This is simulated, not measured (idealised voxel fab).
voxel self aligned contacts: a process module
The cross-section shown here is cut; it is 285 nm wide and divided into square cells measuring 5 nm on a side.
Cross-section layout: square cells on a grid; listed as bands, top to bottom; a band spans one or more cell rows.
Each band's line starts with the height of the band's top and of its bottom, in nm. Then come its materials from left to right, each with its width in nm. One material with "everywhere" fills the band from edge to edge. "blank" is empty space.
Measure heights from 0. That's the level where, below it, the as-received wafer is all one material. The lowest band is bottomless and extends downward; write it as in "0 nm and below".
A width given as "30..40" starts at the first number in the band's top row and ends at the second number in its bottom row, shifting by an equal amount at every step from row to row.
Key: "no change occurred" - step with no changed cell in the cross-section.
If an empty space has no open way to the top and is at least 8 cells in size, "Completely sealed voids" lists it, written width x height at distance, where distance is measured from the left edge and every value is in nm.
If you see something after the settings on a step's line, that's the simulator's own remark about that step.
overlay nm: on a step with a mask, how far right of its planned place the mask lay; negative means left.

-- Steps in the process plan
1: RECEIVE [material Si]
2: OXIDIZE [depth nm 5]
3: DIRECTIONAL_DEP [material polySi] [thk nm 30]
4: DIRECTIONAL_DEP [material SiN] [thk nm 20]
5: MASKED_ETCH [tone cover] [mask id GATE] [width nm 25] [pitch nm 60] [etch materials SiN] [depth nm 20] [overlay nm 0]
6: MASKED_ETCH [tone cover] [mask id GATE] [width nm 25] [pitch nm 60] [etch materials polySi] [depth nm 30] [overlay nm 0]
7: CONFORMAL_DEP [material SiN] [thk nm 5]
8: DIRECTIONAL_ETCH [etch materials SiN] [depth nm 5]
9: FILL_DEP [material SiO2] [thk nm 15]
10: CMP [height nm 60]
11: DIRECTIONAL_DEP [material aC] [thk nm 10]
12: PATTERN [tone open] [mask id CONTACT] [material resist] [width nm 45] [thk nm 30] [overlay nm 0]
13: DIRECTIONAL_ETCH [etch materials aC] [depth nm 10]
14: STRIP [etch materials resist]
15: DIRECTIONAL_ETCH [etch materials SiO2] [depth nm 65]
16: STRIP [etch materials aC]
17: CONFORMAL_DEP [material TiN] [thk nm 5]
18: FILL_DEP [material W] [thk nm 10]
19: CMP [height nm 60]
20: CONFORMAL_DEP [material SiCN] [thk nm 5]

-- Concerning the first of two wafers, which was run in accordance with the plan

-- Cross-section of the incoming wafer, state after step 1
  0 nm and below | Si everywhere
  Completely sealed voids: none

-- Cross-section of the wafer after step 2
  0 nm to -5 nm | SiO2 everywhere
  At heights below -5, the structure remains unaltered.

-- Cross-section of the wafer after step 3
  30 nm to 0 nm | polySi everywhere
  At heights below 0, the structure remains unaltered.

-- Cross-section of the wafer after step 4
  50 nm to 30 nm | SiN everywhere
  At heights below 30, the structure remains unaltered.

-- Cross-section of the wafer after step 5
  50 nm to 30 nm | blank (100), SiN (25), blank (35), SiN (25), blank (100)
  At heights below 30, the structure remains unaltered.

-- Cross-section of the wafer after step 6
  50 nm to 30 nm | blank (100), SiN (25), blank (35), SiN (25), blank (100)
  30 nm to 0 nm | blank (100), polySi (25), blank (35), polySi (25), blank (100)
  At heights below 0, the structure remains unaltered.

-- Cross-section of the wafer after step 7
  55 nm to 30 nm | blank (95), SiN (35), blank (25), SiN (35), blank (95)
  30 nm to 5 nm | blank (95), SiN (5), polySi (25), SiN (5), blank (25), SiN (5), polySi (25), SiN (5), blank (95)
  5 nm to 0 nm | SiN (100), polySi (25), SiN (35), polySi (25), SiN (100)
  At heights below 0, the structure remains unaltered.

-- Cross-section of the wafer after step 8
  50 nm to 30 nm | blank (95), SiN (35), blank (25), SiN (35), blank (95)
  30 nm to 0 nm | blank (95), SiN (5), polySi (25), SiN (5), blank (25), SiN (5), polySi (25), SiN (5), blank (95)
  At heights below 0, the structure remains unaltered.

-- Cross-section of the wafer after step 9
  65 nm to 50 nm | SiO2 everywhere
  50 nm to 30 nm | SiO2 (95), SiN (35), SiO2 (25), SiN (35), SiO2 (95)
  30 nm to 0 nm | SiO2 (95), SiN (5), polySi (25), SiN (5), SiO2 (25), SiN (5), polySi (25), SiN (5), SiO2 (95)
  At heights below 0, the structure remains unaltered.

-- Cross-section of the wafer after step 10
  60 nm to 50 nm | SiO2 everywhere
  At heights below 50, the structure remains unaltered.

-- Cross-section of the wafer after step 11
  70 nm to 60 nm | aC everywhere
  At heights below 60, the structure remains unaltered.

-- Cross-section of the wafer after step 12
  100 nm to 70 nm | resist (120), blank (45), resist (120)
  At heights below 70, the structure remains unaltered.

-- Cross-section of the wafer after step 13
  90 nm to 70 nm | resist (120), blank (45), resist (120)
  70 nm to 60 nm | aC (120), blank (45), aC (120)
  At heights below 60, the structure remains unaltered.

-- Cross-section of the wafer after step 14
  70 nm to 60 nm | aC (120), blank (45), aC (120)
  At heights below 60, the structure remains unaltered.

-- Cross-section of the wafer after step 15
  70 nm to 60 nm | aC (120), blank (45), aC (120)
  60 nm to 50 nm | SiO2 (120), blank (45), SiO2 (120)
  50 nm to 30 nm | SiO2 (95), SiN (35), blank (25), SiN (35), SiO2 (95)
  30 nm to 0 nm | SiO2 (95), SiN (5), polySi (25), SiN (5), blank (25), SiN (5), polySi (25), SiN (5), SiO2 (95)
  0 nm to -5 nm | SiO2 (130), blank (25), SiO2 (130)
  At heights below -5, the structure remains unaltered.

-- Cross-section of the wafer after step 16
  60 nm to 50 nm | SiO2 (120), blank (45), SiO2 (120)
  At heights below 50, the structure remains unaltered.

-- Cross-section of the wafer after step 17
  65 nm to 60 nm | TiN (125), blank (35), TiN (125)
  60 nm to 50 nm | SiO2 (120), TiN (5..15), blank (35..15), TiN (5..15), SiO2 (120)
  50 nm to 30 nm | SiO2 (95), SiN (35), TiN (5), blank (15), TiN (5), SiN (35), SiO2 (95)
  30 nm to 0 nm | SiO2 (95), SiN (5), polySi (25), SiN (5), TiN (5), blank (15), TiN (5), SiN (5), polySi (25), SiN (5), SiO2 (95)
  0 nm to -5 nm | SiO2 (130), TiN (25), SiO2 (130)
  At heights below -5, the structure remains unaltered.

-- Cross-section of the wafer after step 18
  75 nm to 65 nm | W everywhere
  65 nm to 60 nm | TiN (125), W (35), TiN (125)
  60 nm to 50 nm | SiO2 (120), TiN (5..15), W (35..15), TiN (5..15), SiO2 (120)
  50 nm to 30 nm | SiO2 (95), SiN (35), TiN (5), W (15), TiN (5), SiN (35), SiO2 (95)
  30 nm to 0 nm | SiO2 (95), SiN (5), polySi (25), SiN (5), TiN (5), W (15), TiN (5), SiN (5), polySi (25), SiN (5), SiO2 (95)
  At heights below 0, the structure remains unaltered.

-- Cross-section of the wafer after step 19
  60 nm to 50 nm | SiO2 (120), TiN (5..15), W (35..15), TiN (5..15), SiO2 (120)
  At heights below 50, the structure remains unaltered.

-- Cross-section of the wafer after step 20
  65 nm to 60 nm | SiCN everywhere
  At heights below 60, the structure remains unaltered.

-- Now the other wafer: same start, same recipe, but we messed up one thing when running it. Up to and including step 5 it's the same as the first one

-- Cross-section of the second wafer when, according to plan, step 6 should have finished
  50 nm to 30 nm | blank (100), SiN (25), blank (35), SiN (25), blank (100)
  30 nm to 0 nm | blank (95), polySi (30), blank (30), polySi (30), blank (100)
  At heights below 0, the structure remains unaltered.

-- Cross-section of the second wafer when, according to plan, step 7 should have finished
  55 nm to 35 nm | blank (95), SiN (35), blank (25), SiN (35), blank (95)
  35 nm to 30 nm | blank (90), SiN (40), blank (20), SiN (40), blank (95)
  30 nm to 5 nm | blank (90), SiN (5), polySi (30), SiN (5), blank (20), SiN (5), polySi (30), SiN (5), blank (95)
  5 nm to 0 nm | SiN (95), polySi (30), SiN (30), polySi (30), SiN (100)
  At heights below 0, the structure remains unaltered.

-- Cross-section of the second wafer when, according to plan, step 8 should have finished
  50 nm to 30 nm | blank (95), SiN (35), blank (25), SiN (35), blank (95)
  30 nm to 0 nm | blank (90), SiN (5), polySi (30), SiN (5), blank (20), SiN (5), polySi (30), SiN (5), blank (95)
  At heights below 0, the structure remains unaltered.

-- Cross-section of the second wafer when, according to plan, step 9 should have finished
  65 nm to 50 nm | SiO2 everywhere
  50 nm to 30 nm | SiO2 (95), SiN (35), SiO2 (25), SiN (35), SiO2 (95)
  30 nm to 0 nm | SiO2 (90), SiN (5), polySi (30), SiN (5), SiO2 (20), SiN (5), polySi (30), SiN (5), SiO2 (95)
  At heights below 0, the structure remains unaltered.

-- Cross-section of the second wafer when, according to plan, step 10 should have finished
  60 nm to 50 nm | SiO2 everywhere
  At heights below 50, the structure remains unaltered.

-- Cross-section of the second wafer when, according to plan, step 11 should have finished
  70 nm to 60 nm | aC everywhere
  At heights below 60, the structure remains unaltered.

-- Cross-section of the second wafer when, according to plan, step 12 should have finished
  100 nm to 70 nm | resist (120), blank (45), resist (120)
  At heights below 70, the structure remains unaltered.

-- Cross-section of the second wafer when, according to plan, step 13 should have finished
  90 nm to 70 nm | resist (120), blank (45), resist (120)
  70 nm to 60 nm | aC (120), blank (45), aC (120)
  At heights below 60, the structure remains unaltered.

-- Cross-section of the second wafer when, according to plan, step 14 should have finished
  70 nm to 60 nm | aC (120), blank (45), aC (120)
  At heights below 60, the structure remains unaltered.

-- Cross-section of the second wafer when, according to plan, step 15 should have finished
  70 nm to 60 nm | aC (120), blank (45), aC (120)
  60 nm to 50 nm | SiO2 (120), blank (45), SiO2 (120)
  50 nm to 30 nm | SiO2 (95), SiN (35), blank (25), SiN (35), SiO2 (95)
  30 nm to 0 nm | SiO2 (90), SiN (5), polySi (30), SiN (5), blank (20), SiN (5), polySi (30), SiN (5), SiO2 (95)
  0 nm to -5 nm | SiO2 (130), blank (20), SiO2 (135)
  At heights below -5, the structure remains unaltered.

-- Cross-section of the second wafer when, according to plan, step 16 should have finished
  60 nm to 50 nm | SiO2 (120), blank (45), SiO2 (120)
  At heights below 50, the structure remains unaltered.

-- Cross-section of the second wafer when, according to plan, step 17 should have finished
  65 nm to 60 nm | TiN (125), blank (35), TiN (125)
  60 nm to 50 nm | SiO2 (120), TiN (5..15), blank (35..15), TiN (5..15), SiO2 (120)
  50 nm to 35 nm | SiO2 (95), SiN (35), TiN (5), blank (15), TiN (5), SiN (35), SiO2 (95)
  35 nm to 30 nm | SiO2 (95), SiN (35), TiN (5), blank (10), TiN (10), SiN (35), SiO2 (95)
  30 nm to 0 nm | SiO2 (90), SiN (5), polySi (30), SiN (5), TiN (5), blank (10), TiN (5), SiN (5), polySi (30), SiN (5), SiO2 (95)
  0 nm to -5 nm | SiO2 (130), TiN (20), SiO2 (135)
  At heights below -5, the structure remains unaltered.

-- Cross-section of the second wafer when, according to plan, step 18 should have finished
  75 nm to 65 nm | W everywhere
  65 nm to 60 nm | TiN (125), W (35), TiN (125)
  60 nm to 50 nm | SiO2 (120), TiN (5..15), W (35..15), TiN (5..15), SiO2 (120)
  50 nm to 35 nm | SiO2 (95), SiN (35), TiN (5), W (15), TiN (5), SiN (35), SiO2 (95)
  35 nm to 30 nm | SiO2 (95), SiN (35), TiN (5), W (10), TiN (10), SiN (35), SiO2 (95)
  30 nm to 0 nm | SiO2 (90), SiN (5), polySi (30), SiN (5), TiN (5), W (10), TiN (5), SiN (5), polySi (30), SiN (5), SiO2 (95)
  At heights below 0, the structure remains unaltered.

-- Cross-section of the second wafer when, according to plan, step 19 should have finished
  60 nm to 50 nm | SiO2 (120), TiN (5..15), W (35..15), TiN (5..15), SiO2 (120)
  At heights below 50, the structure remains unaltered.

-- Cross-section of the second wafer when, according to plan, step 20 should have finished
  65 nm to 60 nm | SiCN everywhere
  At heights below 60, the structure remains unaltered.
Which mistake was made when the wafer was run? step 6 was processed under conditions differing from the plan, specifically as MASKED_ETCH [tone cover] [mask id GATE] [width nm 25] [pitch nm 60] [etch materials polySi] [depth nm 30] [overlay nm -5]
In the final state, the cell counts of the second wafer exceed or fall short of those of the first for the following materials: -5 SiO2; -7 W; +12 polySi
